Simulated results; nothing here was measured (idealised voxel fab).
The document below concerns the process module designated voxel capacitor over wiring.
The width of the displayed cross-section, cut, is 285 nm; its cells are square, with a size of 5 nm.
Cross-section = grid of square cells, listed top down in bands; band = one or more rows. The entry gives the band's vertical extent as a top height and a bottom height in nm, then its horizontal make-up as materials from left to right, each with a width in nm. "blank" stands for empty space; a single material marked "all across" fills the band edge to edge. For the purposes of this specification, 0 denotes the height below which the wafer in its as-received condition is composed wholly of one material, and the lowermost band, lacking a lower limit, extends downward without end, as expressed in "top 0, no bottom". When a width is written as two numbers, as in "30 to 40", the first number is the width in the top row of cells of the band and the second is the width in its bottom row, and the width changes by the same amount from each row to the next. Take "nothing got changed" at face value: in the step it is given for, the cross-section changed in none of its cells. The label "Closed cavities" introduces a list of the empty spaces, 8 cells or larger, that have no open way up to the top; each entry in it reads width x height at distance, where the distance is taken from the left edge and all three are stated in nm. Formally, on a step line, whatever follows the settings is a remark that the simulator itself makes on the step. When a step includes a mask, the "overlay nm" setting on its line states how far to the right of its planned place that mask lay, and negative values state how far to the left.

-- Here's what the planned process steps look like
1. op RECEIVE | material Si
2. op CONFORMAL_DEP | material SiO2 | thk nm 15
3. op DIRECTIONAL_DEP | material TiN | thk nm 5
4. op DIRECTIONAL_DEP | material W | thk nm 25
5. op MASKED_ETCH | tone cover | mask id METAL_1 | width nm 20 | pitch nm 85 | etch materials W | depth nm 25 | overlay nm 0
6. op MASKED_ETCH | tone cover | mask id METAL_1 | width nm 20 | pitch nm 85 | etch materials TiN | depth nm 5 | overlay nm 0
7. op CONFORMAL_DEP | material SiCN | thk nm 5
8. op FILL_DEP | material SiO2 | thk nm 5
9. op CMP | height nm 45
10. op CONFORMAL_DEP | material SiCN | thk nm 5
11. op DIRECTIONAL_DEP | material SiO2 | thk nm 15
12. op PATTERN | tone open | mask id PLUG_1 | material resist | width nm 15 | thk nm 20 | overlay nm 0
13. op DIRECTIONAL_ETCH | etch materials SiO2 | depth nm 15
14. op DIRECTIONAL_ETCH | etch materials SiCN | depth nm 5
15. op STRIP | etch materials resist
16. op EPI | material Ru | thk nm 10
17. op EPI | material Ru | thk nm 10
18. op DIRECTIONAL_DEP | material TiN | thk nm 5
19. op DIRECTIONAL_DEP | material SiN | thk nm 5
20. op DIRECTIONAL_DEP | material TiN | thk nm 5
21. op MASKED_ETCH | tone cover | mask id UPPER_PLATE | width nm 70 | etch materials TiN | depth nm 5 | overlay nm 0
22. op MASKED_ETCH | tone cover | mask id UPPER_PLATE | width nm 70 | etch materials SiN | depth nm 5 | overlay nm 0
23. op MASKED_ETCH | tone cover | mask id LOWER_PLATE | width nm 80 | etch materials TiN | depth nm 5 | overlay nm 0
24. op FILL_DEP | material SiO2 | thk nm 20
25. op CMP | height nm 95
26. op PATTERN | tone open | mask id PLUG_2 | material resist | width nm 15 | thk nm 15 | overlay nm 0
27. op DIRECTIONAL_ETCH | etch materials SiO2 | depth nm 15
28. op STRIP | etch materials resist
29. op CONFORMAL_DEP | material TiN | thk nm 5
30. op FILL_DEP | material Cu | thk nm 5
31. op CMP | height nm 95
32. op CONFORMAL_DEP | material SiN | thk nm 5

-- First of two wafers - as planned

-- So this is the incoming wafer in cross-section - it's already been through step 1
  top 0, no bottom | Si all across
  Closed cavities: none

-- Presented here is a cross-section of the wafer after step 2 has been performed
  top 15, bottom 0 | SiO2 all across
  Unchanged below 0.

-- Presented here is a cross-section of the wafer after step 3 has been performed
  top 20, bottom 15 | TiN all across
  Unchanged below 15.

-- Presented here is a cross-section of the wafer after step 4 has been performed
  top 45, bottom 20 | W all across
  Unchanged below 20.

-- Presented here is a cross-section of the wafer after step 5 has been performed
  top 45, bottom 20 | blank (90); W (20); blank (65); W (20); blank (90)
  Unchanged below 20.

-- Presented here is a cross-section of the wafer after step 6 has been performed
  top 45, bottom 20 | blank (90); W (20); blank (65); W (20); blank (90)
  top 20, bottom 15 | blank (90); TiN (20); blank (65); TiN (20); blank (90)
  Unchanged below 15.

-- Presented here is a cross-section of the wafer after step 7 has been performed
  top 50, bottom 45 | blank (85); SiCN (30); blank (55); SiCN (30); blank (85)
  top 45, bottom 20 | blank (85); SiCN (5); W (20); SiCN (5); blank (55); SiCN (5); W (20); SiCN (5); blank (85)
  top 20, bottom 15 | SiCN (90); TiN (20); SiCN (65); TiN (20); SiCN (90)
  Unchanged below 15.

-- Presented here is a cross-section of the wafer after step 8 has been performed
  top 55, bottom 50 | SiO2 all across
  top 50, bottom 45 | SiO2 (85); SiCN (30); SiO2 (55); SiCN (30); SiO2 (85)
  top 45, bottom 20 | SiO2 (85); SiCN (5); W (20); SiCN (5); SiO2 (55); SiCN (5); W (20); SiCN (5); SiO2 (85)
  Unchanged below 20.

-- Presented here is a cross-section of the wafer after step 9 has been performed
  top 45, bottom 20 | SiO2 (85); SiCN (5); W (20); SiCN (5); SiO2 (55); SiCN (5); W (20); SiCN (5); SiO2 (85)
  Unchanged below 20.

-- Presented here is a cross-section of the wafer after step 10 has been performed
  top 50, bottom 45 | SiCN all across
  Unchanged below 45.

-- Presented here is a cross-section of the wafer after step 11 has been performed
  top 65, bottom 50 | SiO2 all across
  Unchanged below 50.

-- Presented here is a cross-section of the wafer after step 12 has been performed
  top 85, bottom 65 | resist (95); blank (15); resist (175)
  Unchanged below 65.

-- Presented here is a cross-section of the wafer after step 13 has been performed
  top 85, bottom 65 | resist (95); blank (15); resist (175)
  top 65, bottom 50 | SiO2 (95); blank (15); SiO2 (175)
  Unchanged below 50.

-- Presented here is a cross-section of the wafer after step 14 has been performed
  top 85, bottom 65 | resist (95); blank (15); resist (175)
  top 65, bottom 50 | SiO2 (95); blank (15); SiO2 (175)
  top 50, bottom 45 | SiCN (95); blank (15); SiCN (175)
  Unchanged below 45.

-- Presented here is a cross-section of the wafer after step 15 has been performed
  top 65, bottom 50 | SiO2 (95); blank (15); SiO2 (175)
  Unchanged below 50.

-- Presented here is a cross-section of the wafer after step 16 has been performed
  top 65, bottom 55 | SiO2 (95); blank (15); SiO2 (175)
  top 55, bottom 50 | SiO2 (95); Ru (15); SiO2 (175)
  top 50, bottom 45 | SiCN (95); Ru (15); SiCN (175)
  Unchanged below 45.

-- Presented here is a cross-section of the wafer after step 17 has been performed
  top 65, bottom 50 | SiO2 (95); Ru (15); SiO2 (175)
  Unchanged below 50.

-- Presented here is a cross-section of the wafer after step 18 has been performed
  top 70, bottom 65 | TiN all across
  Unchanged below 65.

-- Presented here is a cross-section of the wafer after step 19 has been performed
  top 75, bottom 70 | SiN all across
  Unchanged below 70.

-- Presented here is a cross-section of the wafer after step 20 has been performed
  top 80, bottom 75 | TiN all across
  Unchanged below 75.

-- Presented here is a cross-section of the wafer after step 21 has been performed
  top 80, bottom 75 | blank (95); TiN (70); blank (120)
  Unchanged below 75.

-- Presented here is a cross-section of the wafer after step 22 has been performed
  top 80, bottom 75 | blank (95); TiN (70); blank (120)
  top 75, bottom 70 | blank (95); SiN (70); blank (120)
  Unchanged below 70.

-- Presented here is a cross-section of the wafer after step 23 has been performed
  top 80, bottom 75 | blank (95); TiN (70); blank (120)
  top 75, bottom 70 | blank (95); SiN (70); blank (120)
  top 70, bottom 65 | blank (90); TiN (80); blank (115)
  Unchanged below 65.

-- Presented here is a cross-section of the wafer after step 24 has been performed
  top 100, bottom 80 | SiO2 all across
  top 80, bottom 75 | SiO2 (95); TiN (70); SiO2 (120)
  top 75, bottom 70 | SiO2 (95); SiN (70); SiO2 (120)
  top 70, bottom 65 | SiO2 (90); TiN (80); SiO2 (115)
  Unchanged below 65.

-- Presented here is a cross-section of the wafer after step 25 has been performed
  top 95, bottom 80 | SiO2 all across
  Unchanged below 80.

-- Presented here is a cross-section of the wafer after step 26 has been performed
  top 110, bottom 95 | resist (105); blank (15); resist (165)
  Unchanged below 95.

-- Presented here is a cross-section of the wafer after step 27 has been performed
  top 110, bottom 95 | resist (105); blank (15); resist (165)
  top 95, bottom 80 | SiO2 (105); blank (15); SiO2 (165)
  Unchanged below 80.

-- Presented here is a cross-section of the wafer after step 28 has been performed
  top 95, bottom 80 | SiO2 (105); blank (15); SiO2 (165)
  Unchanged below 80.

-- Presented here is a cross-section of the wafer after step 29 has been performed
  top 100, bottom 95 | TiN (110); blank (5); TiN (170)
  top 95, bottom 85 | SiO2 (105); TiN (5); blank (5); TiN (5); SiO2 (165)
  top 85, bottom 75 | SiO2 (105 to 95); TiN (15 to 70); SiO2 (165 to 120)
  Unchanged below 75.

-- Presented here is a cross-section of the wafer after step 30 has been performed
  top 105, bottom 100 | Cu all across
  top 100, bottom 95 | TiN (110); Cu (5); TiN (170)
  top 95, bottom 85 | SiO2 (105); TiN (5); Cu (5); TiN (5); SiO2 (165)
  Unchanged below 85.

-- Presented here is a cross-section of the wafer after step 31 has been performed
  top 95, bottom 85 | SiO2 (105); TiN (5); Cu (5); TiN (5); SiO2 (165)
  Unchanged below 85.

-- Presented here is a cross-section of the wafer after step 32 has been performed
  top 100, bottom 95 | SiN all across
  Unchanged below 95.

-- The second wafer: identical to the first at the outset and in its planned sequence, differing only in that one mistake was made during processing; up to and including step 5, its path is the first wafer's path

-- Second wafer profile in section, at the moment step 6 of the plan was meant to be complete
  top 45, bottom 20 | blank (90); W (20); blank (65); W (20); blank (90)
  top 20, bottom 15 | blank (85); TiN (25); blank (60); TiN (25); blank (90)
  Unchanged below 15.

-- Second wafer profile in section, at the moment step 7 of the plan was meant to be complete
  top 50, bottom 45 | blank (85); SiCN (30); blank (55); SiCN (30); blank (85)
  top 45, bottom 25 | blank (85); SiCN (5); W (20); SiCN (5); blank (55); SiCN (5); W (20); SiCN (5); blank (85)
  top 25, bottom 20 | blank (80); SiCN (10); W (20); SiCN (5); blank (50); SiCN (10); W (20); SiCN (5); blank (85)
  top 20, bottom 15 | SiCN (85); TiN (25); SiCN (60); TiN (25); SiCN (90)
  Unchanged below 15.

-- Second wafer profile in section, at the moment step 8 of the plan was meant to be complete
  top 55, bottom 50 | SiO2 all across
  top 50, bottom 45 | SiO2 (85); SiCN (30); SiO2 (55); SiCN (30); SiO2 (85)
  top 45, bottom 25 | SiO2 (85); SiCN (5); W (20); SiCN (5); SiO2 (55); SiCN (5); W (20); SiCN (5); SiO2 (85)
  top 25, bottom 20 | SiO2 (80); SiCN (10); W (20); SiCN (5); SiO2 (50); SiCN (10); W (20); SiCN (5); SiO2 (85)
  Unchanged below 20.

-- Second wafer profile in section, at the moment step 9 of the plan was meant to be complete
  top 45, bottom 25 | SiO2 (85); SiCN (5); W (20); SiCN (5); SiO2 (55); SiCN (5); W (20); SiCN (5); SiO2 (85)
  Unchanged below 25.

-- Second wafer profile in section, at the moment step 10 of the plan was meant to be complete
  top 50, bottom 45 | SiCN all across
  Unchanged below 45.

-- Second wafer profile in section, at the moment step 11 of the plan was meant to be complete
  top 65, bottom 50 | SiO2 all across
  Unchanged below 50.

-- Second wafer profile in section, at the moment step 12 of the plan was meant to be complete
  top 85, bottom 65 | resist (95); blank (15); resist (175)
  Unchanged below 65.

-- Second wafer profile in section, at the moment step 13 of the plan was meant to be complete
  top 85, bottom 65 | resist (95); blank (15); resist (175)
  top 65, bottom 50 | SiO2 (95); blank (15); SiO2 (175)
  Unchanged below 50.

-- Second wafer profile in section, at the moment step 14 of the plan was meant to be complete
  top 85, bottom 65 | resist (95); blank (15); resist (175)
  top 65, bottom 50 | SiO2 (95); blank (15); SiO2 (175)
  top 50, bottom 45 | SiCN (95); blank (15); SiCN (175)
  Unchanged below 45.

-- Second wafer profile in section, at the moment step 15 of the plan was meant to be complete
  top 65, bottom 50 | SiO2 (95); blank (15); SiO2 (175)
  Unchanged below 50.

-- Second wafer profile in section, at the moment step 16 of the plan was meant to be complete
  top 65, bottom 55 | SiO2 (95); blank (15); SiO2 (175)
  top 55, bottom 50 | SiO2 (95); Ru (15); SiO2 (175)
  top 50, bottom 45 | SiCN (95); Ru (15); SiCN (175)
  Unchanged below 45.

-- Second wafer profile in section, at the moment step 17 of the plan was meant to be complete
  top 65, bottom 50 | SiO2 (95); Ru (15); SiO2 (175)
  Unchanged below 50.

-- Second wafer profile in section, at the moment step 18 of the plan was meant to be complete
  top 70, bottom 65 | TiN all across
  Unchanged below 65.

-- Second wafer profile in section, at the moment step 19 of the plan was meant to be complete
  top 75, bottom 70 | SiN all across
  Unchanged below 70.

-- Second wafer profile in section, at the moment step 20 of the plan was meant to be complete
  top 80, bottom 75 | TiN all across
  Unchanged below 75.

-- Second wafer profile in section, at the moment step 21 of the plan was meant to be complete
  top 80, bottom 75 | blank (95); TiN (70); blank (120)
  Unchanged below 75.

-- Second wafer profile in section, at the moment step 22 of the plan was meant to be complete
  top 80, bottom 75 | blank (95); TiN (70); blank (120)
  top 75, bottom 70 | blank (95); SiN (70); blank (120)
  Unchanged below 70.

-- Second wafer profile in section, at the moment step 23 of the plan was meant to be complete
  top 80, bottom 75 | blank (95); TiN (70); blank (120)
  top 75, bottom 70 | blank (95); SiN (70); blank (120)
  top 70, bottom 65 | blank (90); TiN (80); blank (115)
  Unchanged below 65.

-- Second wafer profile in section, at the moment step 24 of the plan was meant to be complete
  top 100, bottom 80 | SiO2 all across
  top 80, bottom 75 | SiO2 (95); TiN (70); SiO2 (120)
  top 75, bottom 70 | SiO2 (95); SiN (70); SiO2 (120)
  top 70, bottom 65 | SiO2 (90); TiN (80); SiO2 (115)
  Unchanged below 65.

-- Second wafer profile in section, at the moment step 25 of the plan was meant to be complete
  top 95, bottom 80 | SiO2 all across
  Unchanged below 80.

-- Second wafer profile in section, at the moment step 26 of the plan was meant to be complete
  top 110, bottom 95 | resist (105); blank (15); resist (165)
  Unchanged below 95.

-- Second wafer profile in section, at the moment step 27 of the plan was meant to be complete
  top 110, bottom 95 | resist (105); blank (15); resist (165)
  top 95, bottom 80 | SiO2 (105); blank (15); SiO2 (165)
  Unchanged below 80.

-- Second wafer profile in section, at the moment step 28 of the plan was meant to be complete
  top 95, bottom 80 | SiO2 (105); blank (15); SiO2 (165)
  Unchanged below 80.

-- Second wafer profile in section, at the moment step 29 of the plan was meant to be complete
  top 100, bottom 95 | TiN (110); blank (5); TiN (170)
  top 95, bottom 85 | SiO2 (105); TiN (5); blank (5); TiN (5); SiO2 (165)
  top 85, bottom 75 | SiO2 (105 to 95); TiN (15 to 70); SiO2 (165 to 120)
  Unchanged below 75.

-- Second wafer profile in section, at the moment step 30 of the plan was meant to be complete
  top 105, bottom 100 | Cu all across
  top 100, bottom 95 | TiN (110); Cu (5); TiN (170)
  top 95, bottom 85 | SiO2 (105); TiN (5); Cu (5); TiN (5); SiO2 (165)
  Unchanged below 85.

-- Second wafer profile in section, at the moment step 31 of the plan was meant to be complete
  top 95, bottom 85 | SiO2 (105); TiN (5); Cu (5); TiN (5); SiO2 (165)
  Unchanged below 85.

-- Second wafer profile in section, at the moment step 32 of the plan was meant to be complete
  top 100, bottom 95 | SiN all across
  Unchanged below 95.
Which mistake was made when the wafer was run? step 6 was processed under conditions differing from the plan, specifically as op MASKED_ETCH | tone cover | mask id METAL_1 | width nm 20 | pitch nm 85 | etch materials TiN | depth nm 5 | overlay nm -5
Upon completion, the second wafer contains, in terms of cells, a greater or smaller amount of certain materials than the first wafer: 2 fewer of SiO2; 2 more of TiN
